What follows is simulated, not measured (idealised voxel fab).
Proc. module: voxel self aligned vias
Pictured: cross-section cut, 270 nm wide, on a grid of 5 nm square cells.
Cross-section = grid of square cells, listed top down in bands; band = one or more rows. Each band's line starts with the height of the band's top and of its bottom, in nm. Then come its materials from left to right, each with its width in nm. One material with "everywhere" fills the band from edge to edge. "empty" is empty space. Heights are expressed relative to 0, this being the level below which the as-received wafer comprises one material exclusively. The lowest band is unbounded in the downward direction and is denoted as in "from 0 down". Top row gets the first number, bottom row gets the second, and each row in between changes by the same step: that is how a band width like "30 to 40" works. Step note "identical to before" = no cross-section cell changed. Each empty space that has no open way to the top and spans at least 8 cells appears under "Encapsulated voids" as width x height at distance, the distance counted from the left edge, all in nm. On each step's line, the part that comes after the settings is the simulator's own comment on the step. overlay nm: for a step with a mask, the amount by which the mask lay right of where it was planned; a negative amount means left of it.

-- Planned process steps
1,RECEIVE,material Si
2,CONFORMAL_DEP,material SiO2,thk nm 10
3,CONFORMAL_DEP,material SiCN,thk nm 5
4,DIRECTIONAL_DEP,material SiO2,thk nm 30
5,PATTERN,tone open,mask id LINES,material resist,width nm 20,pitch nm 55,thk nm 15,overlay nm 0
6,DIRECTIONAL_ETCH,etch materials SiO2,depth nm 30
7,STRIP,etch materials resist
8,CONFORMAL_DEP,material TiN,thk nm 5
9,FILL_DEP,material W,thk nm 10
10,CMP,height nm 45
11,SELECTIVE_ETCH,etch materials W Ru TiN,depth nm 5
12,FILL_DEP,material SiN,thk nm 5
13,CMP,height nm 45
14,DIRECTIONAL_DEP,material SiO2,thk nm 15
15,DIRECTIONAL_DEP,material aC,thk nm 10
16,PATTERN,tone open,mask id VIAS,material resist,width nm 40,pitch nm 110,thk nm 25,overlay nm 0
17,DIRECTIONAL_ETCH,etch materials aC,depth nm 10
18,STRIP,etch materials resist
19,DIRECTIONAL_ETCH,etch materials SiO2,depth nm 15
20,DIRECTIONAL_ETCH,etch materials SiN,depth nm 5
21,STRIP,etch materials aC
22,CONFORMAL_DEP,material TiN,thk nm 5
23,FILL_DEP,material Cu,thk nm 5
24,CMP,height nm 60
25,CONFORMAL_DEP,material SiN,thk nm 5

-- Cross-section: wafer on arrival = after step 1
* from 0 down: Si everywhere
* Encapsulated voids: none

-- Wafer cross-section at end of module: start and plan as shown above, one execution error
* from 65 to 60: SiN everywhere
* from 60 to 50: 60 SiO2, 5 TiN, 30 Cu, 5 TiN, 70 SiO2, 5 TiN, 30 Cu, 5 TiN, 60 SiO2
* from 50 to 45: 60 SiO2, 10 TiN, 20 Cu, 10 TiN, 70 SiO2, 10 TiN, 20 Cu, 10 TiN, 60 SiO2
* from 45 to 40: 65 SiO2, 30 TiN, 25 SiO2, 30 SiN, 25 SiO2, 30 TiN, 65 SiO2
* from 40 to 20: 65 SiO2, 5 TiN, 20 W, 5 TiN, 25 SiO2, 5 TiN, 20 W, 5 TiN, 25 SiO2, 5 TiN, 20 W, 5 TiN, 65 SiO2
* from 20 to 15: 65 SiO2, 30 TiN, 25 SiO2, 30 TiN, 25 SiO2, 30 TiN, 65 SiO2
* from 15 to 10: SiCN everywhere
* from 10 to 0: SiO2 everywhere
* from 0 down: Si everywhere
* Encapsulated voids: none
Misprocessing identified: step 5 went in with a setting other than planned; the actual run was PATTERN,tone open,mask id LINES,material resist,width nm 30,pitch nm 55,thk nm 15,overlay nm 0
